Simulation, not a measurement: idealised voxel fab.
Process module, titled voxel capacitor over wiring
Each square cell in cross-section cut measures 5 nm, and the section as a whole is 150 nm wide.
This document writes a cross-section as a grid whose cells are square, and gives it as bands, listed from the top down; one or more rows of cells form a band. This entry defines a band. It first specifies the height of the band's top and the height of its bottom in nm, and then specifies the band's materials from left to right, stating each material with its width in nm. The word "throughout" identifies a single material that fills the band from edge to edge, while the word "air" identifies empty space. The reference from which all heights are counted is 0, the level beneath which the as-received wafer is entirely one material; the lowest band, having no lower bound, proceeds downward and is written after the example "0 and below". You'd read "30->40" like this: the band's top row of cells is as wide as the first number, its bottom row is as wide as the second, and going down, every row changes width by the same amount as the row before did. Key: "all unchanged" - step with no changed cell in the cross-section. Enclosed voids (no open way to top), threshold 8 cells or more, entry "Closed void roster", notation width x height at distance, distance from left edge, nm. That trailing text on a step's line, after the settings, is the simulator's own remark on the step. The optional step-line setting "overlay nm" applies to steps with a mask and quantifies how far to the right of its planned location the mask lay, a negative value indicating leftward placement.

THE STEPS PLANNED FOR THE PROCESS ARE AS FOLLOWS
1) RECEIVE: material Si
2) CONFORMAL_DEP: material SiO2, thk nm 15
3) CONFORMAL_DEP: material SiCN, thk nm 5
4) DIRECTIONAL_DEP: material SiO2, thk nm 25
5) PATTERN: tone open, mask id METAL_1, material resist, width nm 20, pitch nm 90, thk nm 15, overlay nm 0
6) DIRECTIONAL_ETCH: etch materials SiO2, depth nm 25
7) DIRECTIONAL_ETCH: etch materials SiCN, depth nm 5
8) STRIP: etch materials resist
9) CONFORMAL_DEP: material TiN, thk nm 5
10) FILL_DEP: material W, thk nm 10
11) CMP: height nm 45
12) CONFORMAL_DEP: material SiCN, thk nm 5
13) DIRECTIONAL_DEP: material lowk, thk nm 10
14) MASKED_ETCH: tone open, mask id PLUG_1, width nm 15, etch materials lowk, depth nm 10, overlay nm 0
15) MASKED_ETCH: tone open, mask id PLUG_1, width nm 15, etch materials SiCN, depth nm 5, overlay nm 0
16) EPI: material Ru, thk nm 10
17) EPI: material Ru, thk nm 5
18) DIRECTIONAL_DEP: material TiN, thk nm 10
19) DIRECTIONAL_DEP: material HfO2, thk nm 5
20) DIRECTIONAL_DEP: material TiN, thk nm 10
21) MASKED_ETCH: tone cover, mask id UPPER_PLATE, width nm 75, etch materials TiN, depth nm 10, overlay nm 0
22) MASKED_ETCH: tone cover, mask id UPPER_PLATE, width nm 75, etch materials HfO2, depth nm 5, overlay nm 0
23) DIRECTIONAL_DEP: material aC, thk nm 15
24) PATTERN: tone cover, mask id LOWER_PLATE, material resist, width nm 85, thk nm 35, overlay nm 0
25) DIRECTIONAL_ETCH: etch materials aC, depth nm 15
26) STRIP: etch materials resist
27) DIRECTIONAL_ETCH: etch materials TiN, depth nm 10
28) STRIP: etch materials aC
29) FILL_DEP: material SiO2, thk nm 20
30) CMP: height nm 100
31) MASKED_ETCH: tone open, mask id PLUG_2, width nm 15, etch materials SiO2, depth nm 15, overlay nm 0
32) CONFORMAL_DEP: material TiN, thk nm 5
33) FILL_DEP: material Cu, thk nm 5
34) CMP: height nm 100
35) CONFORMAL_DEP: material SiCN, thk nm 5
Every wafer here starts from the same state; it is the step 9 thk nm that distinguishes them, and the value the plan gives belongs to the first wafer.

RECEIVED WAFERS, FIRST OF SEVERAL: CROSS-SECTION AFTER STEP 1
0 and below: Si throughout
Closed void roster: none

TABULATED BELOW, WAFER BY WAFER, ARE THE END-OF-MODULE RESULTS: FOR EACH MATERIAL, THE NUMBER OF CELLS GAINED (+) OR LOST (-) RELATIVE TO THE AS-RECEIVED STATE, FOLLOWED BY THE CLOSED VOIDS
thk nm 5; +2 Cu; +15 HfO2; +9 Ru; +79 SiCN; +352 SiO2; +99 TiN; +20 W; +54 lowk; Closed void roster: none
thk nm 10; +2 Cu; +15 HfO2; +9 Ru; +79 SiCN; +352 SiO2; +119 TiN; +54 lowk; Closed void roster: none
thk nm 15; +2 Cu; +15 HfO2; +9 Ru; +79 SiCN; +352 SiO2; +119 TiN; +54 lowk; Closed void roster: none
thk nm 20; +2 Cu; +15 HfO2; +9 Ru; +79 SiCN; +352 SiO2; +119 TiN; +54 lowk; Closed void roster: none
